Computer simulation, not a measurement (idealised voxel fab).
process module | voxel transistor to metal
cross-section cut | 150 nm wide | cells 5 nm
A cross-section is a grid of square cells, given in bands from the top down. A band is one or more rows of cells.
Each band's line starts with the height of the band's top and of its bottom, in nm. Then come its materials from left to right, each with its width in nm. One material with "throughout" fills the band from edge to edge. "air" is empty space.
Height 0 is the level under which the wafer as received is all one material. The lowest band goes on downwards, as in "0 down".
A width such as "30 to 40" changes by the same amount from each row of cells to the next, from the band's top row to its bottom row.
"no change" after a step means that no cell of the cross-section changed.
closed voids: empty space of 8 cells or more with no open way to the top, each as width x height at its distance from the left edge, in nm
after a step's settings: what the simulator itself notes on the step
overlay nm, on a step with a mask: how far to the right of its planned place the mask lay; to the left if negative
plan
1 op RECEIVE | material Si
2 op CONFORMAL_DEP | material SiO2 | thk nm 5
3 op CONFORMAL_DEP | material SiN | thk nm 10
4 op DIRECTIONAL_DEP | material aC | thk nm 15
5 op PATTERN | tone cover | mask id ACTIVE | material resist | width nm 115 | thk nm 35 | overlay nm 0
6 op DIRECTIONAL_ETCH | etch materials aC | depth nm 15
7 op STRIP | etch materials resist
8 op DIRECTIONAL_ETCH | etch materials SiN | depth nm 10
9 op DIRECTIONAL_ETCH | etch materials SiO2 | depth nm 5
10 op DIRECTIONAL_ETCH | etch materials Si | depth nm 35
11 op STRIP | etch materials aC
12 op FILL_DEP | material SiO2 | thk nm 10
13 op CMP | height nm 15
14 op SELECTIVE_ETCH | etch materials SiO2 | depth nm 5
15 op STRIP | etch materials SiN
16 op SELECTIVE_ETCH | etch materials SiO2 | depth nm 5
17 op OXIDIZE | depth nm 5
18 op DIRECTIONAL_DEP | material polySi | thk nm 30
19 op DIRECTIONAL_DEP | material SiCN | thk nm 15
20 op DIRECTIONAL_DEP | material aC | thk nm 15
21 op PATTERN | tone cover | mask id GATE | material resist | width nm 35 | thk nm 35 | overlay nm 0
22 op DIRECTIONAL_ETCH | etch materials aC | depth nm 15
23 op STRIP | etch materials resist
24 op DIRECTIONAL_ETCH | etch materials SiCN | depth nm 25
25 op DIRECTIONAL_ETCH | etch materials polySi | depth nm 40
26 op STRIP | etch materials aC
27 op CONFORMAL_DEP | material SiN | thk nm 10
28 op DIRECTIONAL_ETCH | etch materials SiN | depth nm 10
29 op DIRECTIONAL_ETCH | etch materials SiO2 | depth nm 5
30 op DIRECTIONAL_ETCH | etch materials Si | depth nm 15
31 op EPI | material pSi | thk nm 15
32 op FILL_DEP | material SiO2 | thk nm 5
33 op CMP | height nm 30
34 op STRIP | etch materials polySi
35 op SELECTIVE_ETCH | etch materials SiO2 | depth nm 5
36 op CONFORMAL_DEP | material HfO2 | thk nm 5
37 op CONFORMAL_DEP | material TiN | thk nm 5
38 op FILL_DEP | material W | thk nm 5
39 op CMP | height nm 25
40 op DIRECTIONAL_DEP | material SiO2 | thk nm 10
41 op DIRECTIONAL_DEP | material aC | thk nm 15
42 op PATTERN | tone open | mask id CONTACT | material resist | width nm 15 | pitch nm 90 | thk nm 35 | overlay nm 0
43 op DIRECTIONAL_ETCH | etch materials aC | depth nm 15
44 op STRIP | etch materials resist
45 op DIRECTIONAL_ETCH | etch materials SiO2 | depth nm 25
46 op STRIP | etch materials aC
47 op CONFORMAL_DEP | material TiN | thk nm 5
48 op FILL_DEP | material Ru | thk nm 10
49 op CMP | height nm 35
50 op DIRECTIONAL_DEP | material TiN | thk nm 5
51 op DIRECTIONAL_DEP | material W | thk nm 20
52 op PATTERN | tone cover | mask id METAL_1 | material resist | width nm 15 | pitch nm 90 | thk nm 20 | overlay nm 0
53 op DIRECTIONAL_ETCH | etch materials W | depth nm 20
54 op DIRECTIONAL_ETCH | etch materials TiN | depth nm 5
55 op STRIP | etch materials resist
56 op CONFORMAL_DEP | material SiN | thk nm 5
57 op FILL_DEP | material lowk | thk nm 10
58 op CMP | height nm 60
59 op CONFORMAL_DEP | material SiCN | thk nm 5
60 op DIRECTIONAL_DEP | material lowk | thk nm 25
61 op MASKED_ETCH | tone open | mask id METAL_2 | width nm 15 | pitch nm 90 | etch materials lowk | depth nm 15 | overlay nm 0
62 op MASKED_ETCH | tone open | mask id METAL_2_HOLES | width nm 15 | pitch nm 90 | etch materials lowk | depth nm 10 | overlay nm 0
63 op MASKED_ETCH | tone open | mask id METAL_2_HOLES | width nm 15 | pitch nm 90 | etch materials SiCN | depth nm 5 | overlay nm 0
64 op CONFORMAL_DEP | material TiN | thk nm 5
65 op FILL_DEP | material Ru | thk nm 5
66 op CMP | height nm 90
67 op CONFORMAL_DEP | material SiCN | thk nm 5
as received, after step 1
  0 down: Si throughout
  closed voids: none
a wafer at the end: this start, this plan, one mistake
  95 to 90: SiCN throughout
  90 to 65: lowk 20 | TiN 5 | Ru 5 | TiN 5 | lowk 75 | TiN 5 | Ru 5 | TiN 5 | lowk 25
  65 to 60: SiCN 20 | TiN 15 | SiCN 75 | TiN 15 | SiCN 25
  60 to 40: lowk 15 | SiN 5 | W 15 | SiN 5 | lowk 65 | SiN 5 | W 15 | SiN 5 | lowk 20
  40 to 35: SiN 20 | TiN 15 | SiN 75 | TiN 15 | SiN 25
  35 to 25: SiO2 20 | TiN 5 | Ru 5 | TiN 5 | SiO2 75 | TiN 5 | Ru 5 | TiN 5 | SiO2 25
  25 to 15: SiO2 20 | TiN 5 | Ru 5 | TiN 5 | SiO2 20 | SiN 10 | HfO2 5 | TiN 5 | W 15 | TiN 5 | HfO2 5 | SiN 10 | TiN 5 | Ru 5 | TiN 5 | SiO2 25
  15 to 10: SiO2 20 | TiN 15 | SiO2 20 | SiN 10 | HfO2 5 | TiN 5 | W 15 | TiN 5 | HfO2 5 | SiN 10 | TiN 15 | SiO2 25
  10 to 5: SiO2 15 | pSi 20 | SiO2 5 | pSi 15 | SiN 10 | HfO2 5 | TiN 5 | W 15 | TiN 5 | HfO2 5 | SiN 10 | pSi 20 | SiO2 20
  5 to 0: SiO2 10 | SiN 10 | pSi 15 | SiO2 5 | pSi 15 | SiN 10 | HfO2 5 | TiN 25 | HfO2 5 | SiN 10 | pSi 15 | SiN 10 | SiO2 15
  0 to -5: SiO2 20 | pSi 15 | SiO2 5 | pSi 15 | SiO2 5 | HfO2 45 | SiO2 5 | pSi 15 | SiO2 25
  -5 to -20: SiO2 15 | Si 5 | pSi 35 | Si 55 | pSi 15 | Si 5 | SiO2 20
  -20 to -35: SiO2 15 | Si 115 | SiO2 20
  -35 down: Si throughout
  closed voids: none
what went wrong: step 21 ran as: op PATTERN | tone cover | mask id GATE | material resist | width nm 35 | thk nm 35 | overlay nm 10
